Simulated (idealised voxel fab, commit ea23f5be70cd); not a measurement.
process module | voxel local oxidation
cross-section cut | 240 nm wide | cells 5 nm
A cross-section is a grid of square cells, given in bands from the top down. A band is one or more rows of cells.
Each band's line starts with the height of the band's top and of its bottom, in nm. Then come its materials from left to right, each with its width in nm. One material with "throughout" fills the band from edge to edge. "air" is empty space.
Height 0 is the level under which the wafer as received is all one material. The lowest band goes on downwards, as in "0 down".
A width such as "30 to 40" changes by the same amount from each row of cells to the next, from the band's top row to its bottom row.
"no change" after a step means that no cell of the cross-section changed.
closed voids: empty space of 8 cells or more with no open way to the top, each as width x height at its distance from the left edge, in nm
after a step's settings: what the simulator itself notes on the step
overlay nm, on a step with a mask: how far to the right of its planned place the mask lay; to the left if negative
plan
1 op RECEIVE | material Si
2 op CONFORMAL_DEP | material SiO2 | thk nm 5
3 op CONFORMAL_DEP | material SiN | thk nm 10
4 op DIRECTIONAL_DEP | material aC | thk nm 15
5 op PATTERN | tone cover | mask id ACTIVE | material resist | width nm 90 | thk nm 35 | overlay nm 0
6 op DIRECTIONAL_ETCH | etch materials aC | depth nm 15
7 op STRIP | etch materials resist
8 op DIRECTIONAL_ETCH | etch materials SiN | depth nm 10
9 op STRIP | etch materials aC
10 op SELECTIVE_ETCH | etch materials SiO2 | depth nm 5
11 op OXIDIZE | depth nm 15
12 op STRIP | etch materials SiN
as received, after step 1
  0 down: Si throughout
  closed voids: none
a wafer at the end: this start, this plan, one mistake
  0 to -15: SiO2 90 | Si 60 | SiO2 90
  -15 down: Si throughout
  closed voids: none
what went wrong: step 2 was left out
